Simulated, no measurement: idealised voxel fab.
process module | voxel self aligned vias
cross-section cut | 270 nm wide | cells 5 nm
A cross-section is a grid of square cells, given in bands from the top down. A band is one or more rows of cells.
Each band's line starts with the height of the band's top and of its bottom, in nm. Then come its materials from left to right, each with its width in nm. One material with "throughout" fills the band from edge to edge. "air" is empty space.
Height 0 is the level under which the wafer as received is all one material. The lowest band goes on downwards, as in "0 down".
A width such as "30 to 40" changes by the same amount from each row of cells to the next, from the band's top row to its bottom row.
"no change" after a step means that no cell of the cross-section changed.
closed voids: empty space of 8 cells or more with no open way to the top, each as width x height at its distance from the left edge, in nm
after a step's settings: what the simulator itself notes on the step
overlay nm, on a step with a mask: how far to the right of its planned place the mask lay; to the left if negative
plan
1 op RECEIVE | material Si
2 op CONFORMAL_DEP | material SiO2 | thk nm 15
3 op CONFORMAL_DEP | material SiCN | thk nm 5
4 op DIRECTIONAL_DEP | material SiO2 | thk nm 30
5 op PATTERN | tone open | mask id LINES | material resist | width nm 25 | pitch nm 50 | thk nm 15 | overlay nm 0
6 op DIRECTIONAL_ETCH | etch materials SiO2 | depth nm 30
7 op STRIP | etch materials resist
8 op CONFORMAL_DEP | material TiN | thk nm 5
9 op FILL_DEP | material Ru | thk nm 10
10 op CMP | height nm 50
11 op SELECTIVE_ETCH | etch materials W Ru TiN | depth nm 5
12 op FILL_DEP | material SiN | thk nm 5
13 op CMP | height nm 50
14 op DIRECTIONAL_DEP | material SiO2 | thk nm 20
15 op MASKED_ETCH | tone open | mask id VIAS | width nm 35 | pitch nm 100 | etch materials SiO2 | depth nm 20 | overlay nm 0
16 op MASKED_ETCH | tone open | mask id VIAS | width nm 35 | pitch nm 100 | etch materials SiN | depth nm 5 | overlay nm 0
17 op CONFORMAL_DEP | material TiN | thk nm 5
18 op FILL_DEP | material Cu | thk nm 5
19 op CMP | height nm 70
20 op CONFORMAL_DEP | material SiN | thk nm 5
varied across the wafers: thk nm of step 17. The plan shows the first wafer's value. All wafers start alike
first wafer as received, after step 1
  0 down: Si throughout
  closed voids: none
each wafer at the end: cells of each material gained (+) or lost (-) since it was received, then its closed voids
thk nm 5 | +36 Cu | +36 Ru | +54 SiCN | +59 SiN | +556 SiO2 | +69 TiN | closed voids: none
thk nm 10 | +14 Cu | +36 Ru | +54 SiCN | +59 SiN | +556 SiO2 | +91 TiN | closed voids: none
thk nm 15 | +2 Cu | +36 Ru | +54 SiCN | +59 SiN | +556 SiO2 | +103 TiN | closed voids: none
thk nm 20 | +36 Ru | +54 SiCN | +59 SiN | +556 SiO2 | +105 TiN | closed voids: none
